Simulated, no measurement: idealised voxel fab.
This section sets out a process module, namely voxel wiring stack.
For reference, the cross-section in this document is cut, with width 235 nm and square cells of 5 nm.
This document writes a cross-section as a grid whose cells are square, and gives it as bands, listed from the top down; one or more rows of cells form a band.
This entry defines a band. It first specifies the height of the band's top and the height of its bottom in nm, and then specifies the band's materials from left to right, stating each material with its width in nm. The word "all across" identifies a single material that fills the band from edge to edge, while the word "air" identifies empty space.
For the purposes of this specification, 0 denotes the height below which the wafer in its as-received condition is composed wholly of one material, and the lowermost band, lacking a lower limit, extends downward without end, as expressed in "0..down".
You'd read "30->40" like this: the band's top row of cells is as wide as the first number, its bottom row is as wide as the second, and going down, every row changes width by the same amount as the row before did.
Where the words "everything unchanged" appear for a step, the cross-section shows no cell changed by that step; every cell remained as before.
"Enclosed cavity list" enumerates empty spaces isolated from the top, with no open way to it, that contain at least 8 cells, giving each as width x height at distance from the left edge, all three in nm.
On a step's line, text after the settings is the simulator commenting on that step.
If you see "overlay nm" on a step's line and that step has a mask, it's telling you how far right of where it was planned the mask ended up; a negative number means it went left instead.
# Intended process steps
| 1 | RECEIVE, material Si |
| 2 | CONFORMAL_DEP, material SiO2, thk nm 15 |
| 3 | DIRECTIONAL_DEP, material TiN, thk nm 5 |
| 4 | DIRECTIONAL_DEP, material W, thk nm 20 |
| 5 | DIRECTIONAL_DEP, material aC, thk nm 15 |
| 6 | PATTERN, tone cover, mask id METAL_1, material resist, width nm 30, pitch nm 60, thk nm 30, overlay nm 0 |
| 7 | DIRECTIONAL_ETCH, etch materials aC, depth nm 15 |
| 8 | STRIP, etch materials resist |
| 9 | DIRECTIONAL_ETCH, etch materials W, depth nm 20 |
| 10 | DIRECTIONAL_ETCH, etch materials TiN, depth nm 5 |
| 11 | STRIP, etch materials aC |
| 12 | CONFORMAL_DEP, material SiCN, thk nm 5 |
| 13 | FILL_DEP, material lowk, thk nm 10 |
| 14 | CMP, height nm 40 |
| 15 | CONFORMAL_DEP, material SiCN, thk nm 5 |
| 16 | DIRECTIONAL_DEP, material SiO2, thk nm 20 |
| 17 | MASKED_ETCH, tone open, mask id PLUG_1, width nm 15, pitch nm 120, etch materials SiO2, depth nm 20, overlay nm 0 |
| 18 | MASKED_ETCH, tone open, mask id PLUG_1, width nm 15, pitch nm 120, etch materials SiCN, depth nm 5, overlay nm 0 |
| 19 | CONFORMAL_DEP, material TiN, thk nm 5 |
| 20 | FILL_DEP, material W, thk nm 5 |
| 21 | CMP, height nm 65 |
| 22 | CONFORMAL_DEP, material SiCN, thk nm 5 |
| 23 | DIRECTIONAL_DEP, material SiO2, thk nm 15 |
| 24 | PATTERN, tone open, mask id METAL_2, material resist, width nm 30, pitch nm 60, thk nm 20, overlay nm 0 |
| 25 | DIRECTIONAL_ETCH, etch materials SiO2, depth nm 15 |
| 26 | DIRECTIONAL_ETCH, etch materials SiCN, depth nm 5 |
| 27 | STRIP, etch materials resist |
| 28 | CONFORMAL_DEP, material TiN, thk nm 5 |
| 29 | FILL_DEP, material W, thk nm 5 |
| 30 | CMP, height nm 85 |
| 31 | CONFORMAL_DEP, material SiCN, thk nm 5 |
| 32 | DIRECTIONAL_DEP, material SiO2, thk nm 10 |
| 33 | MASKED_ETCH, tone open, mask id PLUG_2, width nm 15, pitch nm 60, etch materials SiO2, depth nm 10, overlay nm 0 |
| 34 | MASKED_ETCH, tone open, mask id PLUG_2, width nm 15, pitch nm 60, etch materials SiCN, depth nm 5, overlay nm 0 |
| 35 | CONFORMAL_DEP, material TiN, thk nm 5 |
| 36 | FILL_DEP, material W, thk nm 5 |
| 37 | CMP, height nm 100 |
| 38 | DIRECTIONAL_DEP, material TiN, thk nm 5 |
| 39 | DIRECTIONAL_DEP, material Ru, thk nm 25 |
| 40 | MASKED_ETCH, tone cover, mask id METAL_3, width nm 30, pitch nm 60, etch materials Ru, depth nm 25, overlay nm -15 |
| 41 | MASKED_ETCH, tone cover, mask id METAL_3, width nm 30, pitch nm 60, etch materials TiN, depth nm 5, overlay nm 0 |
| 42 | CONFORMAL_DEP, material SiN, thk nm 5 |
| 43 | FILL_DEP, material lowk, thk nm 5 |
| 44 | CMP, height nm 130 |
| 45 | CONFORMAL_DEP, material SiCN, thk nm 5 |
Variable across wafers: step 40 overlay nm (plan value is that of the first wafer; starting state common to all).
# Sectional view: first of several wafers, as received, after step 1
- 0..down: Si all across
- Enclosed cavity list: none
# After the module's final step, step 45: the first of several wafers in cross-section
- 135..130: SiCN all across
- 130..110: 20 of lowk; 5 of SiN; 30 of Ru; 5 of SiN; 20 of lowk; 5 of SiN; 30 of Ru; 5 of SiN; 20 of lowk; 5 of SiN; 30 of Ru; 5 of SiN; 55 of lowk
- 110..105: 20 of lowk; 5 of SiN; 30 of Ru; 20 of SiN; 5 of lowk; 5 of SiN; 30 of Ru; 20 of SiN; 5 of lowk; 5 of SiN; 30 of Ru; 20 of SiN; 40 of lowk
- 105..100: 25 of SiN; 45 of TiN; 15 of SiN; 45 of TiN; 15 of SiN; 45 of TiN; 45 of SiN
- 100..90: 40 of SiO2; 5 of TiN; 5 of W; 5 of TiN; 45 of SiO2; 5 of TiN; 5 of W; 5 of TiN; 45 of SiO2; 5 of TiN; 5 of W; 5 of TiN; 60 of SiO2
- 90..85: 40 of SiCN; 15 of TiN; 45 of SiCN; 15 of TiN; 45 of SiCN; 15 of TiN; 60 of SiCN
- 85..70: 40 of SiO2; 5 of TiN; 20 of W; 5 of TiN; 30 of SiO2; 5 of TiN; 20 of W; 5 of TiN; 30 of SiO2; 5 of TiN; 20 of W; 5 of TiN; 45 of SiO2
- 70..65: 40 of SiCN; 30 of TiN; 30 of SiCN; 30 of TiN; 30 of SiCN; 30 of TiN; 45 of SiCN
- 65..45: 40 of SiO2; 5 of TiN; 5 of W; 5 of TiN; 105 of SiO2; 5 of TiN; 5 of W; 5 of TiN; 60 of SiO2
- 45..40: 40 of SiCN; 15 of TiN; 105 of SiCN; 15 of TiN; 60 of SiCN
- 40..20: 35 of lowk; 5 of SiCN; 30 of W; 5 of SiCN; 20 of lowk; 5 of SiCN; 30 of W; 5 of SiCN; 20 of lowk; 5 of SiCN; 30 of W; 5 of SiCN; 40 of lowk
- 20..15: 40 of SiCN; 30 of TiN; 30 of SiCN; 30 of TiN; 30 of SiCN; 30 of TiN; 45 of SiCN
- 15..0: SiO2 all across
- 0..down: Si all across
- Enclosed cavity list: none
# Cross-sectional depiction of the last of several wafers upon completion of the module
- 135..130: SiCN all across
- 130..110: 50 of lowk; 5 of SiN; 30 of Ru; 5 of SiN; 20 of lowk; 5 of SiN; 30 of Ru; 5 of SiN; 20 of lowk; 5 of SiN; 30 of Ru; 5 of SiN; 25 of lowk
- 110..105: 35 of lowk; 20 of SiN; 30 of Ru; 5 of SiN; 5 of lowk; 20 of SiN; 30 of Ru; 5 of SiN; 5 of lowk; 20 of SiN; 30 of Ru; 5 of SiN; 25 of lowk
- 105..100: 40 of SiN; 45 of TiN; 15 of SiN; 45 of TiN; 15 of SiN; 45 of TiN; 30 of SiN
- 100..90: 40 of SiO2; 5 of TiN; 5 of W; 5 of TiN; 45 of SiO2; 5 of TiN; 5 of W; 5 of TiN; 45 of SiO2; 5 of TiN; 5 of W; 5 of TiN; 60 of SiO2
- 90..85: 40 of SiCN; 15 of TiN; 45 of SiCN; 15 of TiN; 45 of SiCN; 15 of TiN; 60 of SiCN
- 85..70: 40 of SiO2; 5 of TiN; 20 of W; 5 of TiN; 30 of SiO2; 5 of TiN; 20 of W; 5 of TiN; 30 of SiO2; 5 of TiN; 20 of W; 5 of TiN; 45 of SiO2
- 70..65: 40 of SiCN; 30 of TiN; 30 of SiCN; 30 of TiN; 30 of SiCN; 30 of TiN; 45 of SiCN
- 65..45: 40 of SiO2; 5 of TiN; 5 of W; 5 of TiN; 105 of SiO2; 5 of TiN; 5 of W; 5 of TiN; 60 of SiO2
- 45..40: 40 of SiCN; 15 of TiN; 105 of SiCN; 15 of TiN; 60 of SiCN
- 40..20: 35 of lowk; 5 of SiCN; 30 of W; 5 of SiCN; 20 of lowk; 5 of SiCN; 30 of W; 5 of SiCN; 20 of lowk; 5 of SiCN; 30 of W; 5 of SiCN; 40 of lowk
- 20..15: 40 of SiCN; 30 of TiN; 30 of SiCN; 30 of TiN; 30 of SiCN; 30 of TiN; 45 of SiCN
- 15..0: SiO2 all across
- 0..down: Si all across
- Enclosed cavity list: none
# Where each wafer stands at the end of the module, a row apiece: cells of each material gained (+) or lost (-) since it was received, then closed voids
overlay nm -15 | +90 Ru | +208 SiCN | +59 SiN | +468 SiO2 | +124 TiN | +122 W | +198 lowk | Enclosed cavity list: none
overlay nm -10 | +90 Ru | +208 SiCN | +59 SiN | +468 SiO2 | +121 TiN | +122 W | +201 lowk | Enclosed cavity list: none
overlay nm -5 | +90 Ru | +208 SiCN | +59 SiN | +468 SiO2 | +118 TiN | +122 W | +204 lowk | Enclosed cavity list: none
overlay nm 0 | +90 Ru | +208 SiCN | +59 SiN | +468 SiO2 | +115 TiN | +122 W | +207 lowk | Enclosed cavity list: none
overlay nm 5 | +90 Ru | +208 SiCN | +59 SiN | +468 SiO2 | +118 TiN | +122 W | +204 lowk | Enclosed cavity list: none
overlay nm 10 | +90 Ru | +208 SiCN | +59 SiN | +468 SiO2 | +121 TiN | +122 W | +201 lowk | Enclosed cavity list: none
overlay nm 15 | +90 Ru | +208 SiCN | +59 SiN | +468 SiO2 | +124 TiN | +122 W | +198 lowk | Enclosed cavity list: none
